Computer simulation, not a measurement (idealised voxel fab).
Process module heading - voxel air gaps
Xsec cut, 280 nm wide, square cell size 5 nm.
Just so we're on the same page, the cross-sections are grids of square cells, and they're listed out in bands top to bottom, each band one or more rows deep. This entry defines a band. It first specifies the height of the band's top and the height of its bottom in nm, and then specifies the band's materials from left to right, stating each material with its width in nm. The word "edge to edge" identifies a single material that fills the band from edge to edge, while the word "empty" identifies empty space. The level at which height equals 0 is the one under which the wafer, as it arrives, is entirely one material. No lower edge exists for the bottom band, which continues downward and is notated as in "z 0 and below". The two numbers in a width such as "30 to 40" mark its ends across the band: the first belongs to the top row of cells, the second to the bottom row, and from each row to the next the width moves by the same amount. "no modification" means the step left every cell of the cross-section as it was. The entry "Cavities, closed" lists the empty spaces that cover at least 8 cells and have no open path to the top. Each is written as width x height at distance, where the distance is measured from the left edge and all three values are in nm. What comes after the settings on a step's line is commentary from the simulator itself on that step. overlay nm: for a step with a mask, the amount by which the mask lay right of where it was planned; a negative amount means left of it.

[These are the steps we planned for the process]
| 1 | RECEIVE | material Si |
| 2 | CONFORMAL_DEP | material SiO2 | thk nm 10 |
| 3 | CONFORMAL_DEP | material SiN | thk nm 5 |
| 4 | DIRECTIONAL_DEP | material lowk | thk nm 40 |
| 5 | PATTERN | tone open | mask id LINES | material resist | width nm 20 | pitch nm 45 | thk nm 15 | overlay nm 0 |
| 6 | DIRECTIONAL_ETCH | etch materials lowk | depth nm 40 |
| 7 | STRIP | etch materials resist |
| 8 | CONFORMAL_DEP | material TiN | thk nm 5 |
| 9 | FILL_DEP | material Ru | thk nm 10 |
| 10 | CMP | height nm 55 |
| 11 | EPI | material Ru | thk nm 10 |
| 12 | SELECTIVE_ETCH | etch materials lowk | depth nm 50 |
| 13 | CONFORMAL_DEP | material SiCN | thk nm 5 |

[Below: the first of two wafers, run as planned]

[The cross-section here shows the wafer as received, i.e. in its state after step 1]
- z 0 and below | Si edge to edge
- Cavities, closed: none

[Cross-section: wafer state after step 2]
- z 10 to 0 | SiO2 edge to edge
- All layers under 0 are left as they were.

[Cross-section: wafer state after step 3]
- z 15 to 10 | SiN edge to edge
- All layers under 10 are left as they were.

[Cross-section: wafer state after step 4]
- z 55 to 15 | lowk edge to edge
- All layers under 15 are left as they were.

[Cross-section: wafer state after step 5]
- z 70 to 55 | resist: 60 | empty: 20 | resist: 25 | empty: 20 | resist: 25 | empty: 20 | resist: 25 | empty: 20 | resist: 65
- All layers under 55 are left as they were.

[Cross-section: wafer state after step 6]
- z 70 to 55 | resist: 60 | empty: 20 | resist: 25 | empty: 20 | resist: 25 | empty: 20 | resist: 25 | empty: 20 | resist: 65
- z 55 to 15 | lowk: 60 | empty: 20 | lowk: 25 | empty: 20 | lowk: 25 | empty: 20 | lowk: 25 | empty: 20 | lowk: 65
- All layers under 15 are left as they were.

[Cross-section: wafer state after step 7]
- z 55 to 15 | lowk: 60 | empty: 20 | lowk: 25 | empty: 20 | lowk: 25 | empty: 20 | lowk: 25 | empty: 20 | lowk: 65
- All layers under 15 are left as they were.

[Cross-section: wafer state after step 8]
- z 60 to 55 | TiN: 65 | empty: 10 | TiN: 35 | empty: 10 | TiN: 35 | empty: 10 | TiN: 35 | empty: 10 | TiN: 70
- z 55 to 20 | lowk: 60 | TiN: 5 | empty: 10 | TiN: 5 | lowk: 25 | TiN: 5 | empty: 10 | TiN: 5 | lowk: 25 | TiN: 5 | empty: 10 | TiN: 5 | lowk: 25 | TiN: 5 | empty: 10 | TiN: 5 | lowk: 65
- z 20 to 15 | lowk: 60 | TiN: 20 | lowk: 25 | TiN: 20 | lowk: 25 | TiN: 20 | lowk: 25 | TiN: 20 | lowk: 65
- All layers under 15 are left as they were.

[Cross-section: wafer state after step 9]
- z 70 to 60 | Ru edge to edge
- z 60 to 55 | TiN: 65 | Ru: 10 | TiN: 35 | Ru: 10 | TiN: 35 | Ru: 10 | TiN: 35 | Ru: 10 | TiN: 70
- z 55 to 20 | lowk: 60 | TiN: 5 | Ru: 10 | TiN: 5 | lowk: 25 | TiN: 5 | Ru: 10 | TiN: 5 | lowk: 25 | TiN: 5 | Ru: 10 | TiN: 5 | lowk: 25 | TiN: 5 | Ru: 10 | TiN: 5 | lowk: 65
- All layers under 20 are left as they were.

[Cross-section: wafer state after step 10]
- z 55 to 20 | lowk: 60 | TiN: 5 | Ru: 10 | TiN: 5 | lowk: 25 | TiN: 5 | Ru: 10 | TiN: 5 | lowk: 25 | TiN: 5 | Ru: 10 | TiN: 5 | lowk: 25 | TiN: 5 | Ru: 10 | TiN: 5 | lowk: 65
- All layers under 20 are left as they were.

[Cross-section: wafer state after step 11]
- z 65 to 55 | empty: 50 | Ru: 40 | empty: 5 | Ru: 40 | empty: 5 | Ru: 40 | empty: 5 | Ru: 40 | empty: 55
- All layers under 55 are left as they were.

[Cross-section: wafer state after step 12]
- z 65 to 55 | empty: 50 | Ru: 40 | empty: 5 | Ru: 40 | empty: 5 | Ru: 40 | empty: 5 | Ru: 40 | empty: 55
- z 55 to 20 | empty: 60 | TiN: 5 | Ru: 10 | TiN: 5 | empty: 25 | TiN: 5 | Ru: 10 | TiN: 5 | empty: 25 | TiN: 5 | Ru: 10 | TiN: 5 | empty: 25 | TiN: 5 | Ru: 10 | TiN: 5 | empty: 65
- z 20 to 15 | empty: 60 | TiN: 20 | empty: 25 | TiN: 20 | empty: 25 | TiN: 20 | empty: 25 | TiN: 20 | empty: 65
- All layers under 15 are left as they were.

[Cross-section: wafer state after step 13]
- z 70 to 65 | empty: 45 | SiCN: 185 | empty: 50
- z 65 to 55 | empty: 45 | SiCN: 5 | Ru: 40 | SiCN: 5 | Ru: 40 | SiCN: 5 | Ru: 40 | SiCN: 5 | Ru: 40 | SiCN: 5 | empty: 50
- z 55 to 50 | empty: 45 | SiCN: 15 | TiN: 5 | Ru: 10 | TiN: 5 | SiCN: 25 | TiN: 5 | Ru: 10 | TiN: 5 | SiCN: 25 | TiN: 5 | Ru: 10 | TiN: 5 | SiCN: 25 | TiN: 5 | Ru: 10 | TiN: 5 | SiCN: 15 | empty: 50
- z 50 to 20 | empty: 55 | SiCN: 5 | TiN: 5 | Ru: 10 | TiN: 5 | SiCN: 5 | empty: 15 | SiCN: 5 | TiN: 5 | Ru: 10 | TiN: 5 | SiCN: 5 | empty: 15 | SiCN: 5 | TiN: 5 | Ru: 10 | TiN: 5 | SiCN: 5 | empty: 15 | SiCN: 5 | TiN: 5 | Ru: 10 | TiN: 5 | SiCN: 5 | empty: 60
- z 20 to 15 | SiCN: 60 | TiN: 20 | SiCN: 25 | TiN: 20 | SiCN: 25 | TiN: 20 | SiCN: 25 | TiN: 20 | SiCN: 65
- All layers under 15 are left as they were.
- Cavities, closed: 15 x 30 at 85; 15 x 30 at 130; 15 x 30 at 175

[Now the other wafer: same start, same recipe, but we messed up one thing when running it. Up to and including step 4 it's the same as the first one]

[The second wafer in cross-section, at the planned close of step 5]
- z 70 to 55 | resist: 50 | empty: 20 | resist: 25 | empty: 20 | resist: 25 | empty: 20 | resist: 25 | empty: 20 | resist: 75
- All layers under 55 are left as they were.

[The second wafer in cross-section, at the planned close of step 6]
- z 70 to 55 | resist: 50 | empty: 20 | resist: 25 | empty: 20 | resist: 25 | empty: 20 | resist: 25 | empty: 20 | resist: 75
- z 55 to 15 | lowk: 50 | empty: 20 | lowk: 25 | empty: 20 | lowk: 25 | empty: 20 | lowk: 25 | empty: 20 | lowk: 75
- All layers under 15 are left as they were.

[The second wafer in cross-section, at the planned close of step 7]
- z 55 to 15 | lowk: 50 | empty: 20 | lowk: 25 | empty: 20 | lowk: 25 | empty: 20 | lowk: 25 | empty: 20 | lowk: 75
- All layers under 15 are left as they were.

[The second wafer in cross-section, at the planned close of step 8]
- z 60 to 55 | TiN: 55 | empty: 10 | TiN: 35 | empty: 10 | TiN: 35 | empty: 10 | TiN: 35 | empty: 10 | TiN: 80
- z 55 to 20 | lowk: 50 | TiN: 5 | empty: 10 | TiN: 5 | lowk: 25 | TiN: 5 | empty: 10 | TiN: 5 | lowk: 25 | TiN: 5 | empty: 10 | TiN: 5 | lowk: 25 | TiN: 5 | empty: 10 | TiN: 5 | lowk: 75
- z 20 to 15 | lowk: 50 | TiN: 20 | lowk: 25 | TiN: 20 | lowk: 25 | TiN: 20 | lowk: 25 | TiN: 20 | lowk: 75
- All layers under 15 are left as they were.

[The second wafer in cross-section, at the planned close of step 9]
- z 70 to 60 | Ru edge to edge
- z 60 to 55 | TiN: 55 | Ru: 10 | TiN: 35 | Ru: 10 | TiN: 35 | Ru: 10 | TiN: 35 | Ru: 10 | TiN: 80
- z 55 to 20 | lowk: 50 | TiN: 5 | Ru: 10 | TiN: 5 | lowk: 25 | TiN: 5 | Ru: 10 | TiN: 5 | lowk: 25 | TiN: 5 | Ru: 10 | TiN: 5 | lowk: 25 | TiN: 5 | Ru: 10 | TiN: 5 | lowk: 75
- All layers under 20 are left as they were.

[The second wafer in cross-section, at the planned close of step 10]
- z 55 to 20 | lowk: 50 | TiN: 5 | Ru: 10 | TiN: 5 | lowk: 25 | TiN: 5 | Ru: 10 | TiN: 5 | lowk: 25 | TiN: 5 | Ru: 10 | TiN: 5 | lowk: 25 | TiN: 5 | Ru: 10 | TiN: 5 | lowk: 75
- All layers under 20 are left as they were.

[The second wafer in cross-section, at the planned close of step 11]
- z 65 to 55 | empty: 40 | Ru: 40 | empty: 5 | Ru: 40 | empty: 5 | Ru: 40 | empty: 5 | Ru: 40 | empty: 65
- All layers under 55 are left as they were.

[The second wafer in cross-section, at the planned close of step 12]
- z 65 to 55 | empty: 40 | Ru: 40 | empty: 5 | Ru: 40 | empty: 5 | Ru: 40 | empty: 5 | Ru: 40 | empty: 65
- z 55 to 20 | empty: 50 | TiN: 5 | Ru: 10 | TiN: 5 | empty: 25 | TiN: 5 | Ru: 10 | TiN: 5 | empty: 25 | TiN: 5 | Ru: 10 | TiN: 5 | empty: 25 | TiN: 5 | Ru: 10 | TiN: 5 | empty: 75
- z 20 to 15 | empty: 50 | TiN: 20 | empty: 25 | TiN: 20 | empty: 25 | TiN: 20 | empty: 25 | TiN: 20 | empty: 75
- All layers under 15 are left as they were.

[The second wafer in cross-section, at the planned close of step 13]
- z 70 to 65 | empty: 35 | SiCN: 185 | empty: 60
- z 65 to 55 | empty: 35 | SiCN: 5 | Ru: 40 | SiCN: 5 | Ru: 40 | SiCN: 5 | Ru: 40 | SiCN: 5 | Ru: 40 | SiCN: 5 | empty: 60
- z 55 to 50 | empty: 35 | SiCN: 15 | TiN: 5 | Ru: 10 | TiN: 5 | SiCN: 25 | TiN: 5 | Ru: 10 | TiN: 5 | SiCN: 25 | TiN: 5 | Ru: 10 | TiN: 5 | SiCN: 25 | TiN: 5 | Ru: 10 | TiN: 5 | SiCN: 15 | empty: 60
- z 50 to 20 | empty: 45 | SiCN: 5 | TiN: 5 | Ru: 10 | TiN: 5 | SiCN: 5 | empty: 15 | SiCN: 5 | TiN: 5 | Ru: 10 | TiN: 5 | SiCN: 5 | empty: 15 | SiCN: 5 | TiN: 5 | Ru: 10 | TiN: 5 | SiCN: 5 | empty: 15 | SiCN: 5 | TiN: 5 | Ru: 10 | TiN: 5 | SiCN: 5 | empty: 70
- z 20 to 15 | SiCN: 50 | TiN: 20 | SiCN: 25 | TiN: 20 | SiCN: 25 | TiN: 20 | SiCN: 25 | TiN: 20 | SiCN: 75
- All layers under 15 are left as they were.
- Cavities, closed: 15 x 30 at 75; 15 x 30 at 120; 15 x 30 at 165
What was done differently from what was planned? so step 5 ended up running with a different setting than we planned, it ran as PATTERN | tone open | mask id LINES | material resist | width nm 20 | pitch nm 45 | thk nm 15 | overlay nm -10
Final wafers compared: equal cell tally per material, rearranged layout.
